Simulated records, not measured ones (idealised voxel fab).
Name of the process module below: voxel spacer lines
Square cell edge 5 nm, section width 260 nm, ID cut.
Notation: cross-section as square-cell grid; stated in bands, top first, going down; one or more cell rows per band. The band entry comprises the height of the band's top followed by the height of its bottom, expressed in nm, and subsequently the band's materials from left to right, each stated together with its width in nm. Where a single material is marked with the word "edge to edge", that material fills the band from edge to edge. The word "air" represents empty space. Zero point of the height axis is 0; under it, received wafer = one material. Lowest band: continues down indefinitely, "0..down". Width "30->40": first value at the band's top row of cells, second value at its bottom row, equal change from row to row. Step marked "nothing altered"? Then no cell in the cross-section changed in it. Under "Enclosed cavities" you'll find the enclosed gaps, the ones with no way out to the top, that are 8 cells or bigger; each reads width x height at distance, with distance counted from the left edge, everything in nm. On a step's line, text after the settings is the simulator commenting on that step. When a step includes a mask, the "overlay nm" setting on its line states how far to the right of its planned place that mask lay, and negative values state how far to the left.

Listed below are the process steps as planned
1. RECEIVE,material Si
2. CONFORMAL_DEP,material Al2O3,thk nm 10
3. DIRECTIONAL_DEP,material W,thk nm 10
4. DIRECTIONAL_DEP,material aC,thk nm 30
5. PATTERN,tone cover,mask id MANDREL,material resist,width nm 20,pitch nm 60,thk nm 40,overlay nm 0
6. DIRECTIONAL_ETCH,etch materials aC,depth nm 30
7. STRIP,etch materials resist
8. CONFORMAL_DEP,material SiO2,thk nm 10
9. DIRECTIONAL_ETCH,etch materials SiO2,depth nm 5
10. STRIP,etch materials aC
11. DIRECTIONAL_ETCH,etch materials W,depth nm 10
12. STRIP,etch materials SiO2
13. FILL_DEP,material lowk,thk nm 5
14. CMP,height nm 20
For this document, wafers share an identical start and vary in the step 9 depth nm; the plan quotes the first wafer's value.

After step 1, as received: first of several wafers, cross-section
> 0..down  Si edge to edge
> Enclosed cavities: none

The table below has one row for each wafer; a row shows, as of the end of the module, how many cells of each material the wafer has gained, marked (+), or lost, marked (-), since it was received, and then the wafer's closed voids
depth nm 5, +104 Al2O3, +104 W, Enclosed cavities: none
depth nm 10, +104 Al2O3, +24 W, +80 lowk, Enclosed cavities: none
depth nm 15, +104 Al2O3, +24 W, +80 lowk, Enclosed cavities: none
depth nm 20, +104 Al2O3, +24 W, +80 lowk, Enclosed cavities: none
depth nm 25, +104 Al2O3, +24 W, +80 lowk, Enclosed cavities: none
